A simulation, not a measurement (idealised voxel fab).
Presented below is a process module, voxel self aligned contacts.
The width of the displayed cross-section, cut, is 295 nm; its cells are square, with a size of 5 nm.
Format of a cross-section: grid, square cells. Given as bands. Order: top down. Band: one or more rows of cells.
Basically the band line says how high the top is and how high the bottom is, in nm, and then what's in it from left to right, every material with its width in nm. Empty space shows up as "air", and if a single material carries "edge to edge" it runs the full band edge to edge.
Height is counted from the level 0, under which the received wafer is composed throughout of one material. The lowest of the bands is not closed at the bottom but continues downward, in the notation "0 -> down".
The two numbers in a width such as "30->40" mark its ends across the band: the first belongs to the top row of cells, the second to the bottom row, and from each row to the next the width moves by the same amount.
You'll sometimes find "no alteration" written for a step, and that's the way of saying that nowhere in the cross-section did a cell change during that step.
Voids not open to the top, 8 cells minimum: see "Trapped voids". Written width x height at distance; distance is from the left edge; nm.
Whatever follows a step's settings on its line is a remark the simulator itself makes about that step.
overlay nm, on a step with a mask: how far to the right of its planned place the mask lay; to the left if negative
Listed below are the process steps as planned:
1,RECEIVE,material Si
2,CONFORMAL_DEP,material SiO2,thk nm 5
3,DIRECTIONAL_DEP,material polySi,thk nm 25
4,DIRECTIONAL_DEP,material SiN,thk nm 20
5,PATTERN,tone cover,mask id GATE,material resist,width nm 30,pitch nm 75,thk nm 15,overlay nm 0
6,DIRECTIONAL_ETCH,etch materials SiN,depth nm 10
7,DIRECTIONAL_ETCH,etch materials polySi,depth nm 25
8,STRIP,etch materials resist
9,CONFORMAL_DEP,material SiN,thk nm 10
10,DIRECTIONAL_ETCH,etch materials SiN,depth nm 10
11,FILL_DEP,material SiO2,thk nm 15
12,CMP,height nm 55
13,MASKED_ETCH,tone open,mask id CONTACT,width nm 55,etch materials SiO2,depth nm 55,overlay nm 0
14,CONFORMAL_DEP,material TiN,thk nm 5
15,FILL_DEP,material Ru,thk nm 5
16,CMP,height nm 55
17,CONFORMAL_DEP,material SiN,thk nm 5
The plan's step 6 depth nm is the first wafer's value; the wafers differ in this setting and start identical.
First of several wafers (as received, post step 1), cross-sectional view:
	0 -> down | Si edge to edge
	Trapped voids: none
Module finished, last step 17 done: cross-section of the first of several wafers:
	60 -> 55 | SiN edge to edge
	55 -> 50 | SiO2 120 nm  TiN 20 nm  Ru 15 nm  TiN 20 nm  SiO2 120 nm
	50 -> 45 | SiO2 85 nm  SiN 50 nm  TiN 5 nm  Ru 15 nm  TiN 5 nm  SiN 50 nm  SiO2 85 nm
	45 -> 40 | SiO2 85 nm  SiN 50 nm  TiN 25 nm  SiN 50 nm  SiO2 85 nm
	40 -> 30 | SiN edge to edge
	30 -> 5 | polySi edge to edge
	5 -> 0 | SiO2 edge to edge
	0 -> down | Si edge to edge
	Trapped voids: none
X-section, last wafer, module end:
	60 -> 55 | SiN edge to edge
	55 -> 50 | SiO2 120 nm  TiN 20 nm  Ru 15 nm  TiN 20 nm  SiO2 120 nm
	50 -> 30 | SiO2 85 nm  SiN 50 nm  TiN 5 nm  Ru 15 nm  TiN 5 nm  SiN 50 nm  SiO2 85 nm
	30 -> 5 | SiO2 85 nm  SiN 10 nm  polySi 30 nm  SiN 10 nm  TiN 5 nm  Ru 15 nm  TiN 5 nm  SiN 10 nm  polySi 30 nm  SiN 10 nm  SiO2 85 nm
	5 -> 0 | SiO2 135 nm  TiN 25 nm  SiO2 135 nm
	0 -> down | Si edge to edge
	Trapped voids: none
Here is how to read the rows: every wafer has a row, and it shows the wafer at the end of the module, giving for each material how many cells were gained (+) or lost (-) since the wafer was received, then listing its closed voids:
depth nm 10; +6 Ru; +217 SiN; +175 SiO2; +15 TiN; +295 polySi; Trapped voids: none
depth nm 15; +9 Ru; +178 SiN; +209 SiO2; +17 TiN; +295 polySi; Trapped voids: none
depth nm 20; +30 Ru; +179 SiN; +408 SiO2; +31 TiN; +60 polySi; Trapped voids: none
depth nm 25; +30 Ru; +179 SiN; +408 SiO2; +31 TiN; +60 polySi; Trapped voids: none
depth nm 30; +30 Ru; +179 SiN; +408 SiO2; +31 TiN; +60 polySi; Trapped voids: none
depth nm 35; +30 Ru; +179 SiN; +408 SiO2; +31 TiN; +60 polySi; Trapped voids: none
